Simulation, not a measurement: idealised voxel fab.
process module | voxel ribs on slabs
cross-section cut | 290 nm wide | cells 5 nm
A cross-section is a grid of square cells, given in bands from the top down. A band is one or more rows of cells.
Each band's line starts with the height of the band's top and of its bottom, in nm. Then come its materials from left to right, each with its width in nm. One material with "throughout" fills the band from edge to edge. "air" is empty space.
Height 0 is the level under which the wafer as received is all one material. The lowest band goes on downwards, as in "0 down".
A width such as "30 to 40" changes by the same amount from each row of cells to the next, from the band's top row to its bottom row.
"no change" after a step means that no cell of the cross-section changed.
closed voids: empty space of 8 cells or more with no open way to the top, each as width x height at its distance from the left edge, in nm
after a step's settings: what the simulator itself notes on the step
overlay nm, on a step with a mask: how far to the right of its planned place the mask lay; to the left if negative
plan
1 op RECEIVE | material Si
2 op DIRECTIONAL_DEP | material SiO2 | thk nm 25
3 op DIRECTIONAL_DEP | material polySi | thk nm 20
4 op DIRECTIONAL_DEP | material aC | thk nm 15
5 op PATTERN | tone cover | mask id RIB | material resist | width nm 25 | thk nm 35 | overlay nm 0
6 op DIRECTIONAL_ETCH | etch materials aC | depth nm 15
7 op STRIP | etch materials resist
8 op DIRECTIONAL_ETCH | etch materials polySi | depth nm 5
9 op STRIP | etch materials aC
10 op DIRECTIONAL_DEP | material aC | thk nm 15
11 op PATTERN | tone cover | mask id SLAB | material resist | width nm 85 | thk nm 30 | overlay nm 0
12 op DIRECTIONAL_ETCH | etch materials aC | depth nm 15
13 op STRIP | etch materials resist
14 op DIRECTIONAL_ETCH | etch materials polySi | depth nm 15
15 op STRIP | etch materials aC
16 op FILL_DEP | material SiO2 | thk nm 20
17 op CMP | height nm 55
18 op DIRECTIONAL_DEP | material TiN | thk nm 10
19 op PATTERN | tone cover | mask id HEATER | material resist | width nm 35 | thk nm 20 | overlay nm 0
20 op DIRECTIONAL_ETCH | etch materials TiN | depth nm 10
21 op STRIP | etch materials resist
22 op CONFORMAL_DEP | material SiO2 | thk nm 10
as received, after step 1
  0 down: Si throughout
  closed voids: none
first wafer at the end, as planned
  75 to 65: air 115 | SiO2 55 | air 120
  65 to 55: SiO2 125 | TiN 35 | SiO2 130
  55 to 45: SiO2 throughout
  45 to 40: SiO2 130 | polySi 25 | SiO2 135
  40 to 25: SiO2 100 | polySi 85 | SiO2 105
  25 to 0: SiO2 throughout
  0 down: Si throughout
  closed voids: none
second wafer at the end: like start, like plan, one mistake
  70 to 65: air 120 | SiO2 45 | air 125
  65 to 60: air 120 | SiO2 5 | TiN 35 | SiO2 5 | air 125
  60 to 55: SiO2 125 | TiN 35 | SiO2 130
  55 to 45: SiO2 throughout
  45 to 40: SiO2 130 | polySi 25 | SiO2 135
  40 to 25: SiO2 100 | polySi 85 | SiO2 105
  25 to 0: SiO2 throughout
  0 down: Si throughout
  closed voids: none
what went wrong: step 22 ran as: op CONFORMAL_DEP | material SiO2 | thk nm 5
at the end the second wafer has, in cells: 62 fewer of SiO2
